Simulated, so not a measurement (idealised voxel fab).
voxel ribs on slabs: a process module
FYI the section here is cut, 235 nm wide, cells are 5 nm squares.
When this document writes out a cross-section, it uses a grid of square cells and lists it as bands, beginning at the top and moving down, with a band standing for one or more rows of cells. Band entry format. Leading values: height of top, height of bottom, nm. Remainder: materials in left-to-right order, each with its width in nm. Special words: "everywhere" on a single material, which then fills the band edge to edge; "empty", empty space. It should be noted that heights are counted from 0, beneath which the wafer as supplied is of one material throughout, and that the lowest band possesses no lower boundary but continues downward, as written in "0 -> down". Width spec "30 to 40" -> top row of cells at first value, bottom row at second value, equal per-row change in between. "no modifications" means the step left every cell of the cross-section as it was. "Enclosed void list" means: voids of 8 cells or more that are shut off from the top with no open way through. Written width x height at distance, distance from the left edge, in nm. Step line, after settings: the simulator's comment on this step. overlay nm: right-of-plan distance of the mask on a masked step; negative values mean left-of-plan.
# Process steps (planned)
| 1 | RECEIVE with material Si |
| 2 | DIRECTIONAL_DEP with material SiO2, thk nm 25 |
| 3 | DIRECTIONAL_DEP with material polySi, thk nm 25 |
| 4 | DIRECTIONAL_DEP with material aC, thk nm 15 |
| 5 | PATTERN with tone cover, mask id RIB, material resist, width nm 20, thk nm 30, overlay nm 0 |
| 6 | DIRECTIONAL_ETCH with etch materials aC, depth nm 15 |
| 7 | STRIP with etch materials resist |
| 8 | DIRECTIONAL_ETCH with etch materials polySi, depth nm 15 |
| 9 | STRIP with etch materials aC |
| 10 | PATTERN with tone cover, mask id SLAB, material resist, width nm 60, thk nm 20, overlay nm 0 |
| 11 | DIRECTIONAL_ETCH with etch materials polySi, depth nm 10 |
| 12 | STRIP with etch materials resist |
| 13 | FILL_DEP with material SiO2, thk nm 20 |
| 14 | CMP with height nm 65 |
| 15 | DIRECTIONAL_DEP with material W, thk nm 10 |
| 16 | MASKED_ETCH with tone cover, mask id HEATER, width nm 20, etch materials W, depth nm 10, overlay nm 0 |
| 17 | CONFORMAL_DEP with material SiN, thk nm 10 |
varied across the wafers: width nm of step 16. The plan shows the first wafer's value. All wafers start alike
# First wafer of several, as received: cross-section after step 1
  0 -> down = Si everywhere
  Enclosed void list: none
# Once step 17, the last step, is complete, the module is at its end; this is the cross-section of the first of several wafers
  85 -> 75 = 95 of empty / 40 of SiN / 100 of empty
  75 -> 65 = 105 of SiN / 20 of W / 110 of SiN
  65 -> 50 = SiO2 everywhere
  50 -> 35 = 105 of SiO2 / 20 of polySi / 110 of SiO2
  35 -> 25 = 85 of SiO2 / 60 of polySi / 90 of SiO2
  25 -> 0 = SiO2 everywhere
  0 -> down = Si everywhere
  Enclosed void list: none
# last wafer at the end
  85 -> 75 = 85 of empty / 65 of SiN / 85 of empty
  75 -> 65 = 95 of SiN / 45 of W / 95 of SiN
  65 -> 50 = SiO2 everywhere
  50 -> 35 = 105 of SiO2 / 20 of polySi / 110 of SiO2
  35 -> 25 = 85 of SiO2 / 60 of polySi / 90 of SiO2
  25 -> 0 = SiO2 everywhere
  0 -> down = Si everywhere
  Enclosed void list: none
# Take any row and you have a wafer at the end of the module: how many cells of each material it has gained (+) or lost (-) since it was received, and then its closed voids
width nm 20; +102 SiN; +575 SiO2; +8 W; +36 polySi; Enclosed void list: none
width nm 25; +102 SiN; +575 SiO2; +10 W; +36 polySi; Enclosed void list: none
width nm 30; +102 SiN; +575 SiO2; +12 W; +36 polySi; Enclosed void list: none
width nm 35; +102 SiN; +575 SiO2; +14 W; +36 polySi; Enclosed void list: none
width nm 40; +102 SiN; +575 SiO2; +16 W; +36 polySi; Enclosed void list: none
width nm 45; +102 SiN; +575 SiO2; +18 W; +36 polySi; Enclosed void list: none
